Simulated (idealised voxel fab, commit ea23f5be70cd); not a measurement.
The name of this process module is voxel released beams.
Pictured: cross-section cut, 230 nm wide, on a grid of 5 nm square cells.
Just so we're on the same page, the cross-sections are grids of square cells, and they're listed out in bands top to bottom, each band one or more rows deep.
Within each band entry, the heights of the top and of the bottom of the band appear first, in that order and in nm; the materials of the band then follow from left to right, each with its corresponding width in nm. The designation "everywhere" on a single material indicates that it fills the band from edge to edge; the designation "blank" indicates empty space.
Basically, 0 is our baseline, since under it the wafer straight out of the box is all one material. The bottom band has no lower end and keeps on going down, so it looks like "0 nm and below".
A width such as "30..40" changes by the same amount from each row of cells to the next, from the band's top row to its bottom row.
You'll sometimes find "all unchanged" written for a step, and that's the way of saying that nowhere in the cross-section did a cell change during that step.
"Closed voids list": sealed empty spaces, 8 cells or more, no open way to top, listed width x height at distance, with distance from the left edge and width, height and distance in nm.
Whatever follows a step's settings on its line is a remark the simulator itself makes about that step.
The "overlay nm" setting may appear on a step's line; for a step that uses a mask, it gives how far to the right of its planned position the mask lay, and a negative value indicates the left.

Plan:
- 1: RECEIVE: material Si
- 2: CONFORMAL_DEP: material SiN, thk nm 5
- 3: DIRECTIONAL_DEP: material SiO2, thk nm 10
- 4: DIRECTIONAL_DEP: material aC, thk nm 10
- 5: PATTERN: tone open, mask id ANCHOR, material resist, width nm 45, thk nm 30, overlay nm 0
- 6: DIRECTIONAL_ETCH: etch materials aC, depth nm 10
- 7: STRIP: etch materials resist
- 8: DIRECTIONAL_ETCH: etch materials SiO2, depth nm 10
- 9: STRIP: etch materials aC
- 10: CONFORMAL_DEP: material TiN, thk nm 15
- 11: PATTERN: tone cover, mask id BEAM, material resist, width nm 120, thk nm 15, overlay nm 0
- 12: DIRECTIONAL_ETCH: etch materials TiN, depth nm 15
- 13: STRIP: etch materials resist
- 14: STRIP: etch materials SiO2

Step 1 complete: cross-section of the wafer as received:
  0 nm and below: Si everywhere
  Closed voids list: none

The module was run from the start shown above using the plan shown above, but one mistake was made doing it; the resulting wafer cross-section is below:
  30 nm to 20 nm: 50 nm blank | 25 nm TiN | 10 nm blank | 85 nm TiN | 60 nm blank
  20 nm to 15 nm: 50 nm blank | 120 nm TiN | 60 nm blank
  15 nm to 5 nm: 60 nm blank | 40 nm TiN | 130 nm blank
  5 nm to 0 nm: SiN everywhere
  0 nm and below: Si everywhere
  Closed voids list: none
Diagnosis: step 5 did not happen as planned, as run it was PATTERN: tone open, mask id ANCHOR, material resist, width nm 40, thk nm 30, overlay nm 0
